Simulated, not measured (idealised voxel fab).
Documented hereafter: the process module known as voxel fin reveal.
FYI the section here is cut, 285 nm wide, cells are 5 nm squares.
Each cross-section below is a grid of square cells, stated as bands in top-down order, with one or more rows of cells making up each band. In this notation a band is specified by the heights of its top and bottom, in that order and in nm, after which its materials appear from left to right, each paired with its width in nm. The word "edge to edge" attached to a single material means that material fills the band from edge to edge; the word "air" stands for empty space. Where do heights start? At 0: under that level the wafer as delivered is made of one material only. And the lowest band has no floor; it just carries on downward, as in "0 and below". A width such as "30..40" changes by the same amount from each row of cells to the next, from the band's top row to its bottom row. Given "nothing altered" for a step, no cell of the cross-section differs between before and after that step. Any empty space of 8 cells or more lacking an open way to the top shows up in "closed voids" as width x height at distance, distance from the left edge, in nm. Step line, after settings: the simulator's comment on this step. overlay nm: right-of-plan distance of the mask on a masked step; negative values mean left-of-plan.
Steps planned for the process
1,RECEIVE: material Si
2,CONFORMAL_DEP: material SiN, thk nm 10
3,DIRECTIONAL_DEP: material aC, thk nm 15
4,PATTERN: tone cover, mask id FINS, material resist, width nm 15, pitch nm 40, thk nm 30, overlay nm -15
5,DIRECTIONAL_ETCH: etch materials aC, depth nm 15
6,STRIP: etch materials resist
7,DIRECTIONAL_ETCH: etch materials SiN, depth nm 10
8,DIRECTIONAL_ETCH: etch materials Si, depth nm 35
9,STRIP: etch materials aC
10,FILL_DEP: material SiO2, thk nm 10
11,CMP: height nm 10
12,SELECTIVE_ETCH: etch materials SiO2, depth nm 20
13,STRIP: etch materials SiN
14,CONFORMAL_DEP: material HfO2, thk nm 5
Split variable: overlay nm, step 4. Plan value = first wafer. Wafers start alike.
As-received cross-section, first of several wafers, post step 1
	0 and below | Si edge to edge
	closed voids: none
Cross-sectional representation of the first of several wafers at the end of the module, i.e. after its terminal step, step 14
	5 down to 0 | 75 air  25 HfO2  15 air  25 HfO2  15 air  25 HfO2  105 air
	0 down to -5 | 75 air  5 HfO2  15 Si  5 HfO2  15 air  5 HfO2  15 Si  5 HfO2  15 air  5 HfO2  15 Si  5 HfO2  105 air
	-5 down to -10 | 80 HfO2  15 Si  25 HfO2  15 Si  25 HfO2  15 Si  110 HfO2
	-10 down to -35 | 80 SiO2  15 Si  25 SiO2  15 Si  25 SiO2  15 Si  110 SiO2
	-35 and below | Si edge to edge
	closed voids: none
Cross-section, last wafer, module completion
	5 down to 0 | 105 air  25 HfO2  15 air  25 HfO2  15 air  25 HfO2  75 air
	0 down to -5 | 105 air  5 HfO2  15 Si  5 HfO2  15 air  5 HfO2  15 Si  5 HfO2  15 air  5 HfO2  15 Si  5 HfO2  75 air
	-5 down to -10 | 110 HfO2  15 Si  25 HfO2  15 Si  25 HfO2  15 Si  80 HfO2
	-10 down to -35 | 110 SiO2  15 Si  25 SiO2  15 Si  25 SiO2  15 Si  80 SiO2
	-35 and below | Si edge to edge
	closed voids: none
Heads up, this table goes wafer by wafer. A row tells you, at the end of the module, how many cells of each material that wafer has put on (+) or dropped (-) since it was received, and then its closed voids
overlay nm -15; +69 HfO2; -336 Si; +240 SiO2; closed voids: none
overlay nm -10; +69 HfO2; -336 Si; +240 SiO2; closed voids: none
overlay nm -5; +69 HfO2; -336 Si; +240 SiO2; closed voids: none
overlay nm 0; +69 HfO2; -336 Si; +240 SiO2; closed voids: none
overlay nm 5; +69 HfO2; -336 Si; +240 SiO2; closed voids: none
overlay nm 10; +69 HfO2; -336 Si; +240 SiO2; closed voids: none
overlay nm 15; +69 HfO2; -336 Si; +240 SiO2; closed voids: none
